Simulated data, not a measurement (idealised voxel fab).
process module | voxel gate over fins
This is section cut - it's 155 nm across, gridded in 5 nm square cells.
Cross-section layout: square cells on a grid; listed as bands, top to bottom; a band spans one or more cell rows. Each band's line starts with the height of the band's top and of its bottom, in nm. Then come its materials from left to right, each with its width in nm. One material with "all across" fills the band from edge to edge. "air" is empty space. All heights in this document are referenced to 0, defined as the level beneath which the wafer, as received, consists entirely of one material. The lowest band is not bounded below; it extends indefinitely downward and is written in the form "0..down". It should be noted that a width expressed as "30 to 40" varies in equal increments from row to row of cells within the band, taking the value of the first number at the top row and that of the second number at the bottom row. No cell of the cross-section changed in a step that is given as "no modification". In "Enclosed void listing" the enclosed voids are listed, meaning empty spaces of 8 cells or larger without any opening to the top. The form is width x height at distance, distance from the left edge, units nm. after a step's settings: what the simulator itself notes on the step. You can add "overlay nm" to a step's line. For a step with a mask, it describes how far the mask lay to the right of its planned position, and a negative number describes a lay to the left.

-- This section lists the process steps that were planned
1,RECEIVE (material Si)
2,CONFORMAL_DEP (material SiN; thk nm 10)
3,MASKED_ETCH (tone cover; mask id FINS; width nm 15; pitch nm 40; etch materials SiN; depth nm 10; overlay nm 0)
4,MASKED_ETCH (tone cover; mask id FINS; width nm 15; pitch nm 40; etch materials Si; depth nm 40; overlay nm 0)
5,OXIDIZE (depth nm 5)
6,FILL_DEP (material SiO2; thk nm 10)
7,CMP (height nm 10)
8,SELECTIVE_ETCH (etch materials SiO2; depth nm 25)
9,STRIP (etch materials SiN)
10,CONFORMAL_DEP (material HfO2; thk nm 5)
11,CONFORMAL_DEP (material TiN; thk nm 5)
12,CONFORMAL_DEP (material TiAl; thk nm 5)
13,CONFORMAL_DEP (material TiN; thk nm 5)
14,FILL_DEP (material W; thk nm 10)
15,CMP (height nm 25)
16,CONFORMAL_DEP (material SiCN; thk nm 5)

-- Cross-section: wafer on arrival = after step 1
  0..down | Si all across
  Enclosed void listing: none

-- First of two wafers at the end of the module, shown in cross-section; run carried out as planned
  30..25 | SiCN all across
  25..20 | W all across
  20..15 | W=35, then TiN=85, then W=35
  15..10 | W=35, then TiN=5, then TiAl=35, then TiN=5, then TiAl=35, then TiN=5, then W=35
  10..5 | W=35, then TiN=5, then TiAl=5, then TiN=25, then TiAl=5, then TiN=5, then TiAl=5, then TiN=25, then TiAl=5, then TiN=5, then W=35
  5..0 | TiN=40, then TiAl=5, then TiN=5, then HfO2=15, then TiN=5, then TiAl=5, then TiN=5, then TiAl=5, then TiN=5, then HfO2=15, then TiN=5, then TiAl=5, then TiN=40
  0..-5 | TiAl=45, then TiN=5, then HfO2=5, then Si=5, then HfO2=5, then TiN=5, then TiAl=15, then TiN=5, then HfO2=5, then Si=5, then HfO2=5, then TiN=5, then TiAl=45
  -5..-10 | TiN=50, then HfO2=5, then Si=5, then HfO2=5, then TiN=25, then HfO2=5, then Si=5, then HfO2=5, then TiN=50
  -10..-15 | HfO2=55, then Si=5, then HfO2=35, then Si=5, then HfO2=55
  -15..-45 | SiO2=55, then Si=5, then SiO2=35, then Si=5, then SiO2=55
  -45..down | Si all across
  Enclosed void listing: none

-- Module end: cross-section of wafer two of two. Same start and process plan as the first wafer. One mistake during execution
  30..25 | SiCN all across
  25..15 | W all across
  15..5 | W=40, then TiN=35, then W=5, then TiN=35, then W=40
  5..0 | W=40, then TiN=10, then HfO2=15, then TiN=10, then W=5, then TiN=10, then HfO2=15, then TiN=10, then W=40
  0..-10 | TiN=50, then HfO2=5, then Si=5, then HfO2=5, then TiN=25, then HfO2=5, then Si=5, then HfO2=5, then TiN=50
  -10..-15 | HfO2=55, then Si=5, then HfO2=35, then Si=5, then HfO2=55
  -15..-45 | SiO2=55, then Si=5, then SiO2=35, then Si=5, then SiO2=55
  -45..down | Si all across
  Enclosed void listing: none
Nonconformance to the process plan: step 12 was left out
Cell-count delta at end, second wafer over first, by material: 43 fewer of TiAl, 3 more of TiN, 40 more of W
